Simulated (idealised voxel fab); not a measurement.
process module | voxel capacitor over wiring
cross-section cut | 245 nm wide | cells 5 nm
A cross-section is a grid of square cells, given in bands from the top down. A band is one or more rows of cells.
Each band's line starts with the height of the band's top and of its bottom, in nm. Then come its materials from left to right, each with its width in nm. One material with "throughout" fills the band from edge to edge. "air" is empty space.
Height 0 is the level under which the wafer as received is all one material. The lowest band goes on downwards, as in "0 down".
A width such as "30 to 40" changes by the same amount from each row of cells to the next, from the band's top row to its bottom row.
"no change" after a step means that no cell of the cross-section changed.
closed voids: empty space of 8 cells or more with no open way to the top, each as width x height at its distance from the left edge, in nm
after a step's settings: what the simulator itself notes on the step
overlay nm, on a step with a mask: how far to the right of its planned place the mask lay; to the left if negative
plan
1 op RECEIVE | material Si
2 op CONFORMAL_DEP | material SiO2 | thk nm 15
3 op DIRECTIONAL_DEP | material TiN | thk nm 5
4 op DIRECTIONAL_DEP | material Ru | thk nm 25
5 op PATTERN | tone cover | mask id METAL_1 | material resist | width nm 20 | pitch nm 75 | thk nm 20 | overlay nm 0
6 op DIRECTIONAL_ETCH | etch materials Ru | depth nm 25
7 op DIRECTIONAL_ETCH | etch materials TiN | depth nm 5
8 op STRIP | etch materials resist
9 op CONFORMAL_DEP | material SiCN | thk nm 5
10 op FILL_DEP | material SiO2 | thk nm 5
11 op CMP | height nm 45
12 op CONFORMAL_DEP | material SiCN | thk nm 5
13 op DIRECTIONAL_DEP | material lowk | thk nm 20
14 op MASKED_ETCH | tone open | mask id PLUG_1 | width nm 15 | etch materials lowk | depth nm 20 | overlay nm 0
15 op MASKED_ETCH | tone open | mask id PLUG_1 | width nm 15 | etch materials SiCN | depth nm 5 | overlay nm 0
16 op CONFORMAL_DEP | material TiN | thk nm 5
17 op FILL_DEP | material W | thk nm 10
18 op CMP | height nm 70
19 op DIRECTIONAL_DEP | material TiN | thk nm 5
20 op DIRECTIONAL_DEP | material SiN | thk nm 5
21 op DIRECTIONAL_DEP | material TiN | thk nm 10
22 op DIRECTIONAL_DEP | material aC | thk nm 10
23 op PATTERN | tone cover | mask id UPPER_PLATE | material resist | width nm 60 | thk nm 25 | overlay nm 0
24 op DIRECTIONAL_ETCH | etch materials aC | depth nm 10
25 op STRIP | etch materials resist
26 op DIRECTIONAL_ETCH | etch materials TiN | depth nm 10
27 op DIRECTIONAL_ETCH | etch materials SiN | depth nm 5
28 op STRIP | etch materials aC
29 op PATTERN | tone cover | mask id LOWER_PLATE | material resist | width nm 70 | thk nm 15 | overlay nm 0
30 op DIRECTIONAL_ETCH | etch materials TiN | depth nm 5
31 op STRIP | etch materials resist
32 op FILL_DEP | material SiO2 | thk nm 20
33 op CMP | height nm 105
34 op PATTERN | tone open | mask id PLUG_2 | material resist | width nm 15 | thk nm 20 | overlay nm 0
35 op DIRECTIONAL_ETCH | etch materials SiO2 | depth nm 15
36 op STRIP | etch materials resist
37 op CONFORMAL_DEP | material TiN | thk nm 5
38 op FILL_DEP | material Ru | thk nm 10
39 op CMP | height nm 105
40 op CONFORMAL_DEP | material SiN | thk nm 5
varied across the wafers: thk nm of step 3. The plan shows the first wafer's value. All wafers start alike
first wafer as received, after step 1
  0 down: Si throughout
  closed voids: none
first wafer at the end, after step 40
  110 to 105: SiN throughout
  105 to 95: SiO2 90 | TiN 5 | Ru 5 | TiN 5 | SiO2 140
  95 to 90: SiO2 90 | TiN 15 | SiO2 140
  90 to 80: SiO2 80 | TiN 60 | SiO2 105
  80 to 75: SiO2 80 | SiN 60 | SiO2 105
  75 to 70: SiO2 75 | TiN 70 | SiO2 100
  70 to 50: lowk 80 | TiN 5 | W 5 | TiN 5 | lowk 150
  50 to 45: SiCN 80 | TiN 15 | SiCN 150
  45 to 20: SiO2 70 | SiCN 5 | Ru 20 | SiCN 5 | SiO2 45 | SiCN 5 | Ru 20 | SiCN 5 | SiO2 70
  20 to 15: SiCN 75 | TiN 20 | SiCN 55 | TiN 20 | SiCN 75
  15 to 0: SiO2 throughout
  0 down: Si throughout
  closed voids: none
last wafer at the end
  110 to 105: SiN throughout
  105 to 95: SiO2 90 | TiN 5 | Ru 5 | TiN 5 | SiO2 140
  95 to 90: SiO2 90 | TiN 15 | SiO2 140
  90 to 80: SiO2 80 | TiN 60 | SiO2 105
  80 to 75: SiO2 80 | SiN 60 | SiO2 105
  75 to 70: SiO2 75 | TiN 70 | SiO2 100
  70 to 50: lowk 80 | TiN 5 | W 5 | TiN 5 | lowk 150
  50 to 45: SiCN 80 | TiN 15 | SiCN 150
  45 to 35: SiO2 70 | SiCN 5 | Ru 20 | SiCN 5 | SiO2 45 | SiCN 5 | Ru 20 | SiCN 5 | SiO2 70
  35 to 30: SiCN 75 | TiN 20 | SiCN 55 | TiN 20 | SiCN 75
  30 to 15: TiN throughout
  15 to 0: SiO2 throughout
  0 down: Si throughout
  closed voids: none
each wafer at the end: cells of each material gained (+) or lost (-) since it was received, then its closed voids
thk nm 5 | +42 Ru | +107 SiCN | +61 SiN | +616 SiO2 | +64 TiN | +4 W | +184 lowk | closed voids: none
thk nm 10 | +34 Ru | +103 SiCN | +61 SiN | +579 SiO2 | +113 TiN | +4 W | +184 lowk | closed voids: none
thk nm 15 | +26 Ru | +99 SiCN | +61 SiN | +542 SiO2 | +162 TiN | +4 W | +184 lowk | closed voids: none
thk nm 20 | +18 Ru | +95 SiCN | +61 SiN | +505 SiO2 | +211 TiN | +4 W | +184 lowk | closed voids: none
